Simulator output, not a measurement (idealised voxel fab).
The following process module bears the name voxel trench capacitor.
Section cut is 250 nm wide and gridded with 5 nm square cells.
Cross-section spec: square-cell grid; bands listed top down; each band is one or more rows. A band entry consists of two parts. The first gives the height of the band's top and the height of its bottom, in nm. The rest lists the band's materials from left to right, each with its width in nm. A single material labelled with the word "all across" fills the band from edge to edge, and the word "air" marks empty space. We count height from 0. Below that, the starting wafer is all one material. The lowest band never ends at the bottom but goes on down; see "0 -> down" for how that is written. So if you see something like "30 to 40" for the width, read it as the top row of the band sitting at the first number and the bottom row at the second, with every row in between moving by the same amount as the last. It should be understood that the words "remains unaltered", when stated for a given step, signify that the cross-section underwent no change in any of its cells during that step. "Fully closed voids" lists enclosed empty spaces (at least 8 cells, no open path upward to the top), each as width x height at distance from the left edge, in nm. Past the settings on a step's line: simulator remark, on that step. The line of a step may include "overlay nm". On a step with a mask, this value is how far to the right of its planned place the mask lay. A negative value means the mask lay to the left.
Steps planned for the process
1: RECEIVE, material Si
2: CONFORMAL_DEP, material SiN, thk nm 10
3: DIRECTIONAL_DEP, material aC, thk nm 15
4: PATTERN, tone open, mask id TRENCH, material resist, width nm 30, pitch nm 60, thk nm 35, overlay nm 0
5: DIRECTIONAL_ETCH, etch materials aC, depth nm 15
6: STRIP, etch materials resist
7: DIRECTIONAL_ETCH, etch materials SiN, depth nm 10
8: DIRECTIONAL_ETCH, etch materials Si, depth nm 25
9: STRIP, etch materials aC
10: CONFORMAL_DEP, material Al2O3, thk nm 5
11: CONFORMAL_DEP, material TiN, thk nm 5
12: FILL_DEP, material W, thk nm 5
13: CMP, height nm 10
Wafer at receipt (post step 1), cross-section
    0 -> down  Si all across
    Fully closed voids: none
Cross-section, end of module. Start: as above. Plan: as above. Execution: one mistake
    10 -> 0  W 70 nm / TiN 5 nm / Al2O3 5 nm / SiN 30 nm / Al2O3 5 nm / TiN 5 nm / W 10 nm / TiN 5 nm / Al2O3 5 nm / SiN 30 nm / Al2O3 5 nm / TiN 5 nm / W 70 nm
    0 -> -15  W 70 nm / TiN 5 nm / Al2O3 5 nm / Si 30 nm / Al2O3 5 nm / TiN 5 nm / W 10 nm / TiN 5 nm / Al2O3 5 nm / Si 30 nm / Al2O3 5 nm / TiN 5 nm / W 70 nm
    -15 -> -20  TiN 75 nm / Al2O3 5 nm / Si 30 nm / Al2O3 5 nm / TiN 20 nm / Al2O3 5 nm / Si 30 nm / Al2O3 5 nm / TiN 75 nm
    -20 -> -25  Al2O3 80 nm / Si 30 nm / Al2O3 30 nm / Si 30 nm / Al2O3 80 nm
    -25 -> down  Si all across
    Fully closed voids: none
Diagnosis: step 4: run off-plan, actual operation and settings PATTERN, tone cover, mask id TRENCH, material resist, width nm 30, pitch nm 60, thk nm 35, overlay nm 0
